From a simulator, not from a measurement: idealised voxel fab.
process module | voxel wiring stack
cross-section cut | 245 nm wide | cells 5 nm
A cross-section is a grid of square cells, given in bands from the top down. A band is one or more rows of cells.
Each band's line starts with the height of the band's top and of its bottom, in nm. Then come its materials from left to right, each with its width in nm. One material with "throughout" fills the band from edge to edge. "air" is empty space.
Height 0 is the level under which the wafer as received is all one material. The lowest band goes on downwards, as in "0 down".
A width such as "30 to 40" changes by the same amount from each row of cells to the next, from the band's top row to its bottom row.
"no change" after a step means that no cell of the cross-section changed.
closed voids: empty space of 8 cells or more with no open way to the top, each as width x height at its distance from the left edge, in nm
after a step's settings: what the simulator itself notes on the step
overlay nm, on a step with a mask: how far to the right of its planned place the mask lay; to the left if negative
plan
1 op RECEIVE | material Si
2 op CONFORMAL_DEP | material SiO2 | thk nm 10
3 op CONFORMAL_DEP | material SiN | thk nm 5
4 op DIRECTIONAL_DEP | material lowk | thk nm 20
5 op PATTERN | tone open | mask id METAL_1 | material resist | width nm 30 | pitch nm 45 | thk nm 15 | overlay nm 0
6 op DIRECTIONAL_ETCH | etch materials lowk | depth nm 20
7 op DIRECTIONAL_ETCH | etch materials SiN | depth nm 5
8 op STRIP | etch materials resist
9 op CONFORMAL_DEP | material TiN | thk nm 5
10 op FILL_DEP | material Ru | thk nm 5
11 op CMP | height nm 35
12 op EPI | material Ru | thk nm 5
13 op FILL_DEP | material SiCN | thk nm 5
14 op DIRECTIONAL_DEP | material lowk | thk nm 35
15 op DIRECTIONAL_DEP | material aC | thk nm 10
16 op PATTERN | tone open | mask id METAL_2 | material resist | width nm 30 | pitch nm 45 | thk nm 25 | overlay nm 0
17 op DIRECTIONAL_ETCH | etch materials aC | depth nm 10
18 op STRIP | etch materials resist
19 op DIRECTIONAL_ETCH | etch materials lowk | depth nm 20
20 op STRIP | etch materials aC
21 op DIRECTIONAL_DEP | material aC | thk nm 10
22 op PATTERN | tone open | mask id METAL_2_HOLES | material resist | width nm 15 | thk nm 30 | overlay nm 0
23 op DIRECTIONAL_ETCH | etch materials aC | depth nm 10
24 op STRIP | etch materials resist
25 op DIRECTIONAL_ETCH | etch materials lowk | depth nm 15
26 op DIRECTIONAL_ETCH | etch materials SiCN | depth nm 5
27 op STRIP | etch materials aC
28 op CONFORMAL_DEP | material TiN | thk nm 5
29 op FILL_DEP | material Cu | thk nm 5
30 op CMP | height nm 80
31 op CONFORMAL_DEP | material SiCN | thk nm 5
as received, after step 1
  0 down: Si throughout
  closed voids: none
a wafer at the end: this start, this plan, one mistake
  90 to 85: SiCN throughout
  85 to 80: TiN 90 | Cu 20 | TiN 25 | Cu 20 | TiN 90
  80 to 65: lowk 85 | TiN 5 | Cu 20 | TiN 5 | lowk 15 | TiN 5 | Cu 20 | TiN 5 | lowk 85
  65 to 60: lowk 85 | TiN 5 | Cu 5 | TiN 20 | lowk 15 | TiN 30 | lowk 85
  60 to 45: lowk 85 | TiN 5 | Cu 5 | TiN 5 | lowk 145
  45 to 40: SiCN 85 | TiN 15 | SiCN 145
  40 to 35: SiCN 80 | Ru 40 | SiCN 5 | Ru 40 | SiCN 80
  35 to 15: lowk 85 | TiN 5 | Ru 20 | TiN 5 | lowk 15 | TiN 5 | Ru 20 | TiN 5 | lowk 85
  15 to 10: SiN 85 | TiN 30 | SiN 15 | TiN 30 | SiN 85
  10 to 0: SiO2 throughout
  0 down: Si throughout
  closed voids: none
what went wrong: step 30 ran as: op CMP | height nm 85
